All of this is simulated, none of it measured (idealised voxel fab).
Documented hereafter: the process module known as voxel air gaps.
Section shown: cut. Width: 290 nm. Cell size: 5 nm, square.
Notation: cross-section as square-cell grid; stated in bands, top first, going down; one or more cell rows per band. Top, bottom (nm), then materials left to right with widths (nm); lone material tagged "full width" fills the whole band edge to edge; "blank" = empty space. Where do heights start? At 0: under that level the wafer as delivered is made of one material only. And the lowest band has no floor; it just carries on downward, as in "z 0 and below". The width entry "30 to 40" should be interpreted row by row: the top row of cells in the band takes the first number, the bottom row takes the second number, and the change between adjacent rows is uniform throughout. Basically "identical to before" means that step didn't change any cell in the cross-section. Closed-off voids of 8+ cells (no open route to the top) go in "Enclosed void inventory", written width x height at distance from the left edge, in nm. It should be noted that, on the line of a given step, the content following the step's settings is a remark produced by the simulator itself with respect to that step. For masked steps, "overlay nm" on the step line gives how far right of plan the mask actually lay; a minus sign means it lay to the left.
Process steps - plan
- 1: op RECEIVE | material Si
- 2: op CONFORMAL_DEP | material SiO2 | thk nm 15
- 3: op CONFORMAL_DEP | material SiN | thk nm 5
- 4: op DIRECTIONAL_DEP | material SiO2 | thk nm 40
- 5: op PATTERN | tone open | mask id LINES | material resist | width nm 25 | pitch nm 50 | thk nm 15 | overlay nm 0
- 6: op DIRECTIONAL_ETCH | etch materials SiO2 | depth nm 40
- 7: op STRIP | etch materials resist
- 8: op CONFORMAL_DEP | material TiN | thk nm 5
- 9: op FILL_DEP | material Ru | thk nm 5
- 10: op CMP | height nm 60
- 11: op EPI | material Ru | thk nm 10
- 12: op SELECTIVE_ETCH | etch materials SiO2 | depth nm 50
- 13: op CONFORMAL_DEP | material SiCN | thk nm 5
Cross-section of the wafer as it came to us, i.e., already through step 1
  z 0 and below: Si full width
  Enclosed void inventory: none
Here's the cross-section of the first of our two wafers at the end of the module - it ran as planned
  z 75 to 70: 65 nm blank; 155 nm SiCN; 70 nm blank
  z 70 to 60: 65 nm blank; 5 nm SiCN; 45 nm Ru; 5 nm SiCN; 45 nm Ru; 5 nm SiCN; 45 nm Ru; 5 nm SiCN; 70 nm blank
  z 60 to 55: 65 nm blank; 15 nm SiCN; 5 nm TiN; 15 nm Ru; 5 nm TiN; 25 nm SiCN; 5 nm TiN; 15 nm Ru; 5 nm TiN; 25 nm SiCN; 5 nm TiN; 15 nm Ru; 5 nm TiN; 15 nm SiCN; 70 nm blank
  z 55 to 25: 75 nm blank; 5 nm SiCN; 5 nm TiN; 15 nm Ru; 5 nm TiN; 5 nm SiCN; 15 nm blank; 5 nm SiCN; 5 nm TiN; 15 nm Ru; 5 nm TiN; 5 nm SiCN; 15 nm blank; 5 nm SiCN; 5 nm TiN; 15 nm Ru; 5 nm TiN; 5 nm SiCN; 80 nm blank
  z 25 to 20: 80 nm SiCN; 25 nm TiN; 25 nm SiCN; 25 nm TiN; 25 nm SiCN; 25 nm TiN; 85 nm SiCN
  z 20 to 15: SiN full width
  z 15 to 0: SiO2 full width
  z 0 and below: Si full width
  Enclosed void inventory: 15 x 30 at 110; 15 x 30 at 160
Wafer two, end of module, cross-section. Same start, same plan as wafer one. One mistake in the run
  z 75 to 70: SiCN full width
  z 70 to 60: 90 nm Ru; 5 nm SiCN; 45 nm Ru; 5 nm SiCN; 45 nm Ru; 5 nm SiCN; 95 nm Ru
  z 60 to 55: 75 nm Ru; 5 nm TiN; 25 nm SiCN; 5 nm TiN; 15 nm Ru; 5 nm TiN; 25 nm SiCN; 5 nm TiN; 15 nm Ru; 5 nm TiN; 25 nm SiCN; 5 nm TiN; 80 nm Ru
  z 55 to 25: 75 nm Ru; 5 nm TiN; 5 nm SiCN; 15 nm blank; 5 nm SiCN; 5 nm TiN; 15 nm Ru; 5 nm TiN; 5 nm SiCN; 15 nm blank; 5 nm SiCN; 5 nm TiN; 15 nm Ru; 5 nm TiN; 5 nm SiCN; 15 nm blank; 5 nm SiCN; 5 nm TiN; 80 nm Ru
  z 25 to 20: 80 nm TiN; 25 nm SiCN; 25 nm TiN; 25 nm SiCN; 25 nm TiN; 25 nm SiCN; 85 nm TiN
  z 20 to 15: SiN full width
  z 15 to 0: SiO2 full width
  z 0 and below: Si full width
  Enclosed void inventory: 15 x 30 at 85; 15 x 30 at 135; 15 x 30 at 185
Misprocessing identified: step 5 was not run as planned; what actually ran was op PATTERN | tone cover | mask id LINES | material resist | width nm 25 | pitch nm 50 | thk nm 15 | overlay nm 0
It is noted that, at the conclusion of processing, the second wafer exhibits a higher or lower cell count for certain materials relative to the first: 252 more of Ru | 4 fewer of SiCN | 28 more of TiN
Ultimately, the number of closed voids is 2 in the first wafer and 3 in the second wafer.
